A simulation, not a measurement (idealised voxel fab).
The following is a process module called voxel tone inversion.
Cross-section cut: width 270 nm, square cells of 5 nm.
A cross-section in this document is a grid of square cells, and it is written down as bands, the top band listed before the ones below it; a band is made up of one or more rows of cells.
The band entry comprises the height of the band's top followed by the height of its bottom, expressed in nm, and subsequently the band's materials from left to right, each stated together with its width in nm. Where a single material is marked with the word "throughout", that material fills the band from edge to edge. The word "blank" represents empty space.
The level at which height equals 0 is the one under which the wafer, as it arrives, is entirely one material. No lower edge exists for the bottom band, which continues downward and is notated as in "0 -> down".
With a width like "30..40", each row of cells in the band differs from the next by the same amount, the top row carrying the first number and the bottom row the second.
Reading "no alteration" for a step: not a cell of the cross-section changed in it.
Under "Closed void inventory" you'll find the enclosed gaps, the ones with no way out to the top, that are 8 cells or bigger; each reads width x height at distance, with distance counted from the left edge, everything in nm.
That trailing text on a step's line, after the settings, is the simulator's own remark on the step.
overlay nm: mask offset rightward from planned place, masked step; negative means leftward offset.
The planned process steps are enumerated hereunder:
- 1: op RECEIVE | material Si
- 2: op CONFORMAL_DEP | material SiCN | thk nm 10
- 3: op DIRECTIONAL_DEP | material polySi | thk nm 15
- 4: op PATTERN | tone cover | mask id POSTS | material resist | width nm 15 | pitch nm 35 | thk nm 25 | overlay nm 0
- 5: op DIRECTIONAL_ETCH | etch materials polySi | depth nm 15
- 6: op STRIP | etch materials resist
- 7: op FILL_DEP | material lowk | thk nm 10
- 8: op CMP | height nm 25
- 9: op STRIP | etch materials polySi
- 10: op CONFORMAL_DEP | material TiN | thk nm 5
- 11: op FILL_DEP | material Ru | thk nm 5
- 12: op CMP | height nm 25
- 13: op CONFORMAL_DEP | material SiCN | thk nm 5
The cross-section here shows the wafer as received, i.e. in its state after step 1:
0 -> down: Si throughout
Closed void inventory: none
Cross-section at module end, one run error; start and plan unchanged from above:
30 -> 15: SiCN throughout
15 -> 0: polySi throughout
0 -> down: Si throughout
Closed void inventory: none
what went wrong: steps 2 and 3 swapped
